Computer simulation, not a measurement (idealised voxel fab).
The document below concerns the process module designated voxel self aligned vias.
Pictured: cross-section cut, 155 nm wide, on a grid of 5 nm square cells.
Throughout this document, each cross-section is represented as a grid of square cells and is presented as a sequence of bands enumerated from the top downward, where a band comprises one or more rows of cells. The entry gives the band's vertical extent as a top height and a bottom height in nm, then its horizontal make-up as materials from left to right, each with a width in nm. "empty" stands for empty space; a single material marked "all across" fills the band edge to edge. Where do heights start? At 0: under that level the wafer as delivered is made of one material only. And the lowest band has no floor; it just carries on downward, as in "0 down". So if you see something like "30 to 40" for the width, read it as the top row of the band sitting at the first number and the bottom row at the second, with every row in between moving by the same amount as the last. Key: "same as before" - step with no changed cell in the cross-section. The entry titled "Closed void entries" provides the empty spaces that have no open way to the top, restricted to those of 8 cells or more. Each is presented as width x height at distance, the distance being measured from the left edge, with all three in nm. Past the settings on a step's line: simulator remark, on that step. "overlay nm" denotes, for a step that has a mask, the displacement of the mask to the right of its planned place, with negative values corresponding to the left.

[The steps planned for the process are as follows]
step 1: op RECEIVE | material Si
step 2: op CONFORMAL_DEP | material SiO2 | thk nm 10
step 3: op CONFORMAL_DEP | material SiCN | thk nm 5
step 4: op DIRECTIONAL_DEP | material lowk | thk nm 25
step 5: op DIRECTIONAL_DEP | material aC | thk nm 15
step 6: op PATTERN | tone open | mask id LINES | material resist | width nm 20 | pitch nm 70 | thk nm 35 | overlay nm 0
step 7: op DIRECTIONAL_ETCH | etch materials aC | depth nm 15
step 8: op STRIP | etch materials resist
step 9: op DIRECTIONAL_ETCH | etch materials lowk | depth nm 25
step 10: op STRIP | etch materials aC
step 11: op CONFORMAL_DEP | material TiN | thk nm 5
step 12: op FILL_DEP | material Ru | thk nm 5
step 13: op CMP | height nm 40
step 14: op SELECTIVE_ETCH | etch materials W Ru TiN | depth nm 5
step 15: op FILL_DEP | material SiN | thk nm 10
step 16: op CMP | height nm 40
step 17: op DIRECTIONAL_DEP | material lowk | thk nm 15
step 18: op MASKED_ETCH | tone open | mask id VIAS | width nm 40 | etch materials lowk | depth nm 15 | overlay nm 0
step 19: op MASKED_ETCH | tone open | mask id VIAS | width nm 40 | etch materials SiN | depth nm 5 | overlay nm 0
step 20: op CONFORMAL_DEP | material TiN | thk nm 5
step 21: op FILL_DEP | material Cu | thk nm 10
step 22: op CMP | height nm 55
step 23: op CONFORMAL_DEP | material SiN | thk nm 5

[First out of two wafers; run went to plan]

[Cross-section: wafer on arrival = after step 1]
0 down: Si all across
Closed void entries: none

[Wafer after step 2 (cross-section)]
10 to 0: SiO2 all across
Lower than 0, everything is as it was.

[Wafer after step 3 (cross-section)]
15 to 10: SiCN all across
Lower than 10, everything is as it was.

[Wafer after step 4 (cross-section)]
40 to 15: lowk all across
Lower than 15, everything is as it was.

[Wafer after step 5 (cross-section)]
55 to 40: aC all across
Lower than 40, everything is as it was.

[Wafer after step 6 (cross-section)]
90 to 55: 30 nm resist; 20 nm empty; 50 nm resist; 20 nm empty; 35 nm resist
Lower than 55, everything is as it was.

[Wafer after step 7 (cross-section)]
75 to 55: 30 nm resist; 20 nm empty; 50 nm resist; 20 nm empty; 35 nm resist
55 to 40: 30 nm aC; 20 nm empty; 50 nm aC; 20 nm empty; 35 nm aC
Lower than 40, everything is as it was.

[Wafer after step 8 (cross-section)]
55 to 40: 30 nm aC; 20 nm empty; 50 nm aC; 20 nm empty; 35 nm aC
Lower than 40, everything is as it was.

[Wafer after step 9 (cross-section)]
55 to 40: 30 nm aC; 20 nm empty; 50 nm aC; 20 nm empty; 35 nm aC
40 to 15: 30 nm lowk; 20 nm empty; 50 nm lowk; 20 nm empty; 35 nm lowk
Lower than 15, everything is as it was.

[Wafer after step 10 (cross-section)]
40 to 15: 30 nm lowk; 20 nm empty; 50 nm lowk; 20 nm empty; 35 nm lowk
Lower than 15, everything is as it was.

[Wafer after step 11 (cross-section)]
45 to 40: 35 nm TiN; 10 nm empty; 60 nm TiN; 10 nm empty; 40 nm TiN
40 to 20: 30 nm lowk; 5 nm TiN; 10 nm empty; 5 nm TiN; 50 nm lowk; 5 nm TiN; 10 nm empty; 5 nm TiN; 35 nm lowk
20 to 15: 30 nm lowk; 20 nm TiN; 50 nm lowk; 20 nm TiN; 35 nm lowk
Lower than 15, everything is as it was.

[Wafer after step 12 (cross-section)]
50 to 45: Ru all across
45 to 40: 35 nm TiN; 10 nm Ru; 60 nm TiN; 10 nm Ru; 40 nm TiN
40 to 20: 30 nm lowk; 5 nm TiN; 10 nm Ru; 5 nm TiN; 50 nm lowk; 5 nm TiN; 10 nm Ru; 5 nm TiN; 35 nm lowk
Lower than 20, everything is as it was.

[Wafer after step 13 (cross-section)]
40 to 20: 30 nm lowk; 5 nm TiN; 10 nm Ru; 5 nm TiN; 50 nm lowk; 5 nm TiN; 10 nm Ru; 5 nm TiN; 35 nm lowk
Lower than 20, everything is as it was.

[Wafer after step 14 (cross-section)]
40 to 35: 30 nm lowk; 20 nm empty; 50 nm lowk; 20 nm empty; 35 nm lowk
Lower than 35, everything is as it was.

[Wafer after step 15 (cross-section)]
50 to 40: SiN all across
40 to 35: 30 nm lowk; 20 nm SiN; 50 nm lowk; 20 nm SiN; 35 nm lowk
Lower than 35, everything is as it was.

[Wafer after step 16 (cross-section)]
40 to 35: 30 nm lowk; 20 nm SiN; 50 nm lowk; 20 nm SiN; 35 nm lowk
Lower than 35, everything is as it was.

[Wafer after step 17 (cross-section)]
55 to 40: lowk all across
Lower than 40, everything is as it was.

[Wafer after step 18 (cross-section)]
55 to 40: 20 nm lowk; 40 nm empty; 95 nm lowk
Lower than 40, everything is as it was.

[Wafer after step 19 (cross-section)]
55 to 40: 20 nm lowk; 40 nm empty; 95 nm lowk
40 to 35: 30 nm lowk; 20 nm empty; 50 nm lowk; 20 nm SiN; 35 nm lowk
Lower than 35, everything is as it was.

[Wafer after step 20 (cross-section)]
60 to 55: 25 nm TiN; 30 nm empty; 100 nm TiN
55 to 45: 20 nm lowk; 5 nm TiN; 30 nm empty; 5 nm TiN; 95 nm lowk
45 to 40: 20 nm lowk; 15 nm TiN; 10 nm empty; 15 nm TiN; 95 nm lowk
40 to 35: 30 nm lowk; 20 nm TiN; 50 nm lowk; 20 nm SiN; 35 nm lowk
Lower than 35, everything is as it was.

[Wafer after step 21 (cross-section)]
70 to 60: Cu all across
60 to 55: 25 nm TiN; 30 nm Cu; 100 nm TiN
55 to 45: 20 nm lowk; 5 nm TiN; 30 nm Cu; 5 nm TiN; 95 nm lowk
45 to 40: 20 nm lowk; 15 nm TiN; 10 nm Cu; 15 nm TiN; 95 nm lowk
Lower than 40, everything is as it was.

[Wafer after step 22 (cross-section)]
55 to 45: 20 nm lowk; 5 nm TiN; 30 nm Cu; 5 nm TiN; 95 nm lowk
Lower than 45, everything is as it was.

[Wafer after step 23 (cross-section)]
60 to 55: SiN all across
Lower than 55, everything is as it was.

[The second wafer: identical to the first at the outset and in its planned sequence, differing only in that one mistake was made during processing; up to and including step 2, its path is the first wafer's path]

Cross-section of the second wafer at the time step 3 of the plan should have ended: same as before

[Cross-section of the second wafer at the time step 4 of the plan should have ended]
35 to 10: lowk all across
Lower than 10, everything is as it was.

[Cross-section of the second wafer at the time step 5 of the plan should have ended]
50 to 35: aC all across
Lower than 35, everything is as it was.

[Cross-section of the second wafer at the time step 6 of the plan should have ended]
85 to 50: 30 nm resist; 20 nm empty; 50 nm resist; 20 nm empty; 35 nm resist
Lower than 50, everything is as it was.

[Cross-section of the second wafer at the time step 7 of the plan should have ended]
70 to 50: 30 nm resist; 20 nm empty; 50 nm resist; 20 nm empty; 35 nm resist
50 to 35: 30 nm aC; 20 nm empty; 50 nm aC; 20 nm empty; 35 nm aC
Lower than 35, everything is as it was.

[Cross-section of the second wafer at the time step 8 of the plan should have ended]
50 to 35: 30 nm aC; 20 nm empty; 50 nm aC; 20 nm empty; 35 nm aC
Lower than 35, everything is as it was.

[Cross-section of the second wafer at the time step 9 of the plan should have ended]
50 to 35: 30 nm aC; 20 nm empty; 50 nm aC; 20 nm empty; 35 nm aC
35 to 10: 30 nm lowk; 20 nm empty; 50 nm lowk; 20 nm empty; 35 nm lowk
Lower than 10, everything is as it was.

[Cross-section of the second wafer at the time step 10 of the plan should have ended]
35 to 10: 30 nm lowk; 20 nm empty; 50 nm lowk; 20 nm empty; 35 nm lowk
Lower than 10, everything is as it was.

[Cross-section of the second wafer at the time step 11 of the plan should have ended]
40 to 35: 35 nm TiN; 10 nm empty; 60 nm TiN; 10 nm empty; 40 nm TiN
35 to 15: 30 nm lowk; 5 nm TiN; 10 nm empty; 5 nm TiN; 50 nm lowk; 5 nm TiN; 10 nm empty; 5 nm TiN; 35 nm lowk
15 to 10: 30 nm lowk; 20 nm TiN; 50 nm lowk; 20 nm TiN; 35 nm lowk
Lower than 10, everything is as it was.

[Cross-section of the second wafer at the time step 12 of the plan should have ended]
45 to 40: Ru all across
40 to 35: 35 nm TiN; 10 nm Ru; 60 nm TiN; 10 nm Ru; 40 nm TiN
35 to 15: 30 nm lowk; 5 nm TiN; 10 nm Ru; 5 nm TiN; 50 nm lowk; 5 nm TiN; 10 nm Ru; 5 nm TiN; 35 nm lowk
Lower than 15, everything is as it was.

[Cross-section of the second wafer at the time step 13 of the plan should have ended]
40 to 35: 35 nm TiN; 10 nm Ru; 60 nm TiN; 10 nm Ru; 40 nm TiN
Lower than 35, everything is as it was.

[Cross-section of the second wafer at the time step 14 of the plan should have ended]
35 to 15: 30 nm lowk; 5 nm TiN; 10 nm Ru; 5 nm TiN; 50 nm lowk; 5 nm TiN; 10 nm Ru; 5 nm TiN; 35 nm lowk
Lower than 15, everything is as it was.

[Cross-section of the second wafer at the time step 15 of the plan should have ended]
45 to 35: SiN all across
Lower than 35, everything is as it was.

[Cross-section of the second wafer at the time step 16 of the plan should have ended]
40 to 35: SiN all across
Lower than 35, everything is as it was.

[Cross-section of the second wafer at the time step 17 of the plan should have ended]
55 to 40: lowk all across
Lower than 40, everything is as it was.

[Cross-section of the second wafer at the time step 18 of the plan should have ended]
55 to 40: 20 nm lowk; 40 nm empty; 95 nm lowk
Lower than 40, everything is as it was.

[Cross-section of the second wafer at the time step 19 of the plan should have ended]
55 to 40: 20 nm lowk; 40 nm empty; 95 nm lowk
40 to 35: 20 nm SiN; 40 nm empty; 95 nm SiN
Lower than 35, everything is as it was.

[Cross-section of the second wafer at the time step 20 of the plan should have ended]
60 to 55: 25 nm TiN; 30 nm empty; 100 nm TiN
55 to 40: 20 nm lowk; 5 nm TiN; 30 nm empty; 5 nm TiN; 95 nm lowk
40 to 35: 20 nm SiN; 40 nm TiN; 95 nm SiN
Lower than 35, everything is as it was.

[Cross-section of the second wafer at the time step 21 of the plan should have ended]
70 to 60: Cu all across
60 to 55: 25 nm TiN; 30 nm Cu; 100 nm TiN
55 to 40: 20 nm lowk; 5 nm TiN; 30 nm Cu; 5 nm TiN; 95 nm lowk
Lower than 40, everything is as it was.

[Cross-section of the second wafer at the time step 22 of the plan should have ended]
55 to 40: 20 nm lowk; 5 nm TiN; 30 nm Cu; 5 nm TiN; 95 nm lowk
Lower than 40, everything is as it was.

[Cross-section of the second wafer at the time step 23 of the plan should have ended]
60 to 55: SiN all across
Lower than 55, everything is as it was.
Where did the run depart from the plan? it should be noted that step 3 of the plan was omitted and was not performed
Final tally in cells, some materials are higher or lower on the second wafer than on the first: +4 Cu, +4 Ru, -31 SiCN, +19 SiN, +4 TiN
